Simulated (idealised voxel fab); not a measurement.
The following process module bears the name voxel capacitor over wiring.
Cross-section cut: width 285 nm, square cells of 5 nm.
This document writes a cross-section as a grid whose cells are square, and gives it as bands, listed from the top down; one or more rows of cells form a band.
What a band's entry tells you: where the top is and where the bottom is, as heights in nm, and after that what lies inside, material by material from left to right, each with its width in nm. Empty space is written as the word "blank", and a single material marked with the word "edge to edge" occupies the band from edge to edge.
All heights in this document are referenced to 0, defined as the level beneath which the wafer, as received, consists entirely of one material. The lowest band is not bounded below; it extends indefinitely downward and is written in the form "0..down".
Note: "30..40" means the width goes from the first number (top row of the band) to the second number (bottom row) in equal steps per row of cells.
You'll sometimes find "no change occurred" written for a step, and that's the way of saying that nowhere in the cross-section did a cell change during that step.
The entry "Completely enclosed voids" lists the empty spaces that cover at least 8 cells and have no open path to the top. Each is written as width x height at distance, where the distance is measured from the left edge and all three values are in nm.
What comes after the settings on a step's line is commentary from the simulator itself on that step.
"overlay nm" answers the question of how far to the right of plan the mask lay on a step that has a mask, and when it is negative the answer is to the left.

PLAN
1 RECEIVE: material Si
2 CONFORMAL_DEP: material SiO2, thk nm 10
3 DIRECTIONAL_DEP: material TiN, thk nm 5
4 DIRECTIONAL_DEP: material Ru, thk nm 25
5 PATTERN: tone cover, mask id METAL_1, material resist, width nm 20, pitch nm 75, thk nm 20, overlay nm 0
6 DIRECTIONAL_ETCH: etch materials Ru, depth nm 25
7 DIRECTIONAL_ETCH: etch materials TiN, depth nm 5
8 STRIP: etch materials resist
9 CONFORMAL_DEP: material SiN, thk nm 5
10 FILL_DEP: material lowk, thk nm 5
11 CMP: height nm 40
12 CONFORMAL_DEP: material SiCN, thk nm 5
13 DIRECTIONAL_DEP: material SiO2, thk nm 20
14 DIRECTIONAL_DEP: material aC, thk nm 10
15 PATTERN: tone open, mask id PLUG_1, material resist, width nm 15, thk nm 30, overlay nm 0
16 DIRECTIONAL_ETCH: etch materials aC, depth nm 10
17 STRIP: etch materials resist
18 DIRECTIONAL_ETCH: etch materials SiO2, depth nm 20
19 DIRECTIONAL_ETCH: etch materials SiCN, depth nm 5
20 STRIP: etch materials aC
21 EPI: material Ru, thk nm 10
22 EPI: material Ru, thk nm 10
23 EPI: material Ru, thk nm 5
24 DIRECTIONAL_DEP: material TiN, thk nm 10
25 DIRECTIONAL_DEP: material Al2O3, thk nm 5
26 DIRECTIONAL_DEP: material TiN, thk nm 5
27 DIRECTIONAL_DEP: material aC, thk nm 15
28 PATTERN: tone cover, mask id UPPER_PLATE, material resist, width nm 60, thk nm 35, overlay nm 0
29 DIRECTIONAL_ETCH: etch materials aC, depth nm 15
30 STRIP: etch materials resist
31 DIRECTIONAL_ETCH: etch materials TiN, depth nm 5
32 DIRECTIONAL_ETCH: etch materials Al2O3, depth nm 5
33 STRIP: etch materials aC
34 MASKED_ETCH: tone cover, mask id LOWER_PLATE, width nm 70, etch materials TiN, depth nm 10, overlay nm 0
35 FILL_DEP: material SiO2, thk nm 20
36 CMP: height nm 100
37 PATTERN: tone open, mask id PLUG_2, material resist, width nm 15, thk nm 15, overlay nm 0
38 DIRECTIONAL_ETCH: etch materials SiO2, depth nm 15
39 STRIP: etch materials resist
40 CONFORMAL_DEP: material TiN, thk nm 5
41 FILL_DEP: material Cu, thk nm 5
42 CMP: height nm 100
43 CONFORMAL_DEP: material SiN, thk nm 5

RECEIVED-STATE CROSS-SECTION, REFLECTING COMPLETION OF STEP 1
- 0..down | Si edge to edge
- Completely enclosed voids: none

THE FIRST OF TWO WAFERS, CROSS-SECTIONED AT THE END OF THE MODULE, WITH THE RUN PROCEEDING AS PLANNED
- 105..100 | SiN edge to edge
- 100..90 | SiO2=110; TiN=5; Cu=5; TiN=5; SiO2=160
- 90..80 | SiO2=110..100; TiN=15..60; SiO2=160..125
- 80..75 | SiO2=100; Al2O3=60; SiO2=125
- 75..65 | SiO2=95; TiN=70; SiO2=120
- 65..45 | SiO2=100; Ru=15; SiO2=170
- 45..40 | SiCN=100; Ru=15; SiCN=170
- 40..15 | lowk=90; SiN=5; Ru=20; SiN=5; lowk=45; SiN=5; Ru=20; SiN=5; lowk=90
- 15..10 | SiN=95; TiN=20; SiN=55; TiN=20; SiN=95
- 10..0 | SiO2 edge to edge
- 0..down | Si edge to edge
- Completely enclosed voids: none

SECOND WAFER OF THE TWO, SECTIONED AT THE END OF THE MODULE. IT BEGAN LIKE THE FIRST AND FOLLOWED THE SAME PLAN, BUT ONE MISTAKE WAS MADE WHILE RUNNING IT
- 105..100 | SiN edge to edge
- 100..90 | SiO2=110; TiN=5; Cu=5; TiN=5; SiO2=160
- 90..80 | SiO2=110..105; TiN=15..55; SiO2=160..125
- 80..75 | SiO2=105; Al2O3=55; SiO2=125
- 75..65 | SiO2=95; TiN=70; SiO2=120
- 65..45 | SiO2=100; Ru=15; SiO2=170
- 45..40 | SiCN=100; Ru=15; SiCN=170
- 40..15 | lowk=90; SiN=5; Ru=20; SiN=5; lowk=45; SiN=5; Ru=20; SiN=5; lowk=90
- 15..10 | SiN=95; TiN=20; SiN=55; TiN=20; SiN=95
- 10..0 | SiO2 edge to edge
- 0..down | Si edge to edge
- Completely enclosed voids: none
The mistake made against the process plan was this: contrary to plan, step 28 was performed as PATTERN: tone cover, mask id UPPER_PLATE, material resist, width nm 55, thk nm 35, overlay nm 0
Materials where the second wafer ends with more or fewer cells than the first: Al2O3 -1 | SiO2 +2 | TiN -1
